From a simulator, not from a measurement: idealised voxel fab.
process module | voxel self aligned vias
cross-section cut | 270 nm wide | cells 5 nm
A cross-section is a grid of square cells, given in bands from the top down. A band is one or more rows of cells.
Each band's line starts with the height of the band's top and of its bottom, in nm. Then come its materials from left to right, each with its width in nm. One material with "throughout" fills the band from edge to edge. "air" is empty space.
Height 0 is the level under which the wafer as received is all one material. The lowest band goes on downwards, as in "0 down".
A width such as "30 to 40" changes by the same amount from each row of cells to the next, from the band's top row to its bottom row.
"no change" after a step means that no cell of the cross-section changed.
closed voids: empty space of 8 cells or more with no open way to the top, each as width x height at its distance from the left edge, in nm
after a step's settings: what the simulator itself notes on the step
overlay nm, on a step with a mask: how far to the right of its planned place the mask lay; to the left if negative
plan
1 op RECEIVE | material Si
2 op CONFORMAL_DEP | material SiO2 | thk nm 15
3 op CONFORMAL_DEP | material SiCN | thk nm 5
4 op DIRECTIONAL_DEP | material lowk | thk nm 30
5 op DIRECTIONAL_DEP | material aC | thk nm 10
6 op PATTERN | tone open | mask id LINES | material resist | width nm 20 | pitch nm 50 | thk nm 30 | overlay nm 0
7 op DIRECTIONAL_ETCH | etch materials aC | depth nm 10
8 op STRIP | etch materials resist
9 op DIRECTIONAL_ETCH | etch materials lowk | depth nm 30
10 op STRIP | etch materials aC
11 op CONFORMAL_DEP | material TiN | thk nm 5
12 op FILL_DEP | material Ru | thk nm 10
13 op CMP | height nm 50
14 op SELECTIVE_ETCH | etch materials W Ru TiN | depth nm 10
15 op FILL_DEP | material SiN | thk nm 5
16 op CMP | height nm 50
17 op DIRECTIONAL_DEP | material lowk | thk nm 20
18 op DIRECTIONAL_DEP | material aC | thk nm 15
19 op PATTERN | tone open | mask id VIAS | material resist | width nm 30 | pitch nm 50 | thk nm 35 | overlay nm 0
20 op DIRECTIONAL_ETCH | etch materials aC | depth nm 15
21 op STRIP | etch materials resist
22 op DIRECTIONAL_ETCH | etch materials lowk | depth nm 20
23 op DIRECTIONAL_ETCH | etch materials SiN | depth nm 10
24 op STRIP | etch materials aC
25 op CONFORMAL_DEP | material TiN | thk nm 5
26 op FILL_DEP | material W | thk nm 10
27 op CMP | height nm 70
28 op CONFORMAL_DEP | material SiN | thk nm 5
as received, after step 1
  0 down: Si throughout
  closed voids: none
a wafer at the end: this start, this plan, one mistake
  75 to 70: SiN throughout
  70 to 50: lowk 95 | TiN 5 | W 20 | TiN 5 | lowk 20 | TiN 5 | W 20 | TiN 5 | lowk 95
  50 to 45: SiN 95 | TiN 10 | W 10 | TiN 10 | SiN 20 | TiN 10 | W 10 | TiN 10 | SiN 95
  45 to 40: lowk 100 | TiN 20 | lowk 30 | TiN 20 | lowk 100
  40 to 20: lowk 100 | TiN 5 | Ru 10 | TiN 5 | lowk 30 | TiN 5 | Ru 10 | TiN 5 | lowk 100
  20 to 15: lowk 100 | TiN 20 | lowk 30 | TiN 20 | lowk 100
  15 to 0: SiO2 throughout
  0 down: Si throughout
  closed voids: none
what went wrong: step 3 was left out
